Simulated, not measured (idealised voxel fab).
The process module that follows is named voxel lift off.
For reference, the cross-section in this document is cut, with width 165 nm and square cells of 5 nm.
Throughout this document, each cross-section is represented as a grid of square cells and is presented as a sequence of bands enumerated from the top downward, where a band comprises one or more rows of cells.
For a band, the entry starts with two heights in nm, that of the top and then that of the bottom, and carries on with the band's materials in order from left to right, each alongside its width in nm; the word "edge to edge" beside a single material means it fills the band edge to edge, and "air" means empty space.
For the purposes of this specification, 0 denotes the height below which the wafer in its as-received condition is composed wholly of one material, and the lowermost band, lacking a lower limit, extends downward without end, as expressed in "top 0, no bottom".
Width spec "30 to 40" -> top row of cells at first value, bottom row at second value, equal per-row change in between.
Given "no change" for a step, no cell of the cross-section differs between before and after that step.
Look at "Closed void register" for the closed voids: empty spaces with no open path to the top, sized 8 cells or up. Each is width x height at distance, distance from the left edge, all nm.
Post-settings text on a step line: simulator's own remark regarding the step.
When a step includes a mask, the "overlay nm" setting on its line states how far to the right of its planned place that mask lay, and negative values state how far to the left.
Set out below are the planned steps of the process
step 1: RECEIVE (material Si)
step 2: CONFORMAL_DEP (material SiO2; thk nm 15)
step 3: PATTERN (tone open; mask id LINES; material resist; width nm 20; pitch nm 35; thk nm 25; overlay nm -15)
step 4: DIRECTIONAL_DEP (material Ru; thk nm 15)
step 5: STRIP (etch materials resist)
step 6: CONFORMAL_DEP (material SiN; thk nm 10)
Wafers differ in overlay nm at step 3; plan lists the first wafer's value; identical starting state.
Cross-section of the first of several wafers on receipt, reflecting completion of step 1
	top 0, no bottom  Si edge to edge
	Closed void register: none
Below, a row for every wafer. Read it as the end-of-module picture: for each material the wafer shows its cells gained (+) or lost (-) since it was received, and then its closed voids
overlay nm -15 | +36 Ru | +96 SiN | +99 SiO2 | Closed void register: none
overlay nm -10 | +36 Ru | +96 SiN | +99 SiO2 | Closed void register: none
overlay nm -5 | +36 Ru | +96 SiN | +99 SiO2 | Closed void register: none
overlay nm 0 | +36 Ru | +96 SiN | +99 SiO2 | Closed void register: none
overlay nm 5 | +36 Ru | +96 SiN | +99 SiO2 | Closed void register: none
overlay nm 10 | +36 Ru | +96 SiN | +99 SiO2 | Closed void register: none
overlay nm 15 | +36 Ru | +96 SiN | +99 SiO2 | Closed void register: none
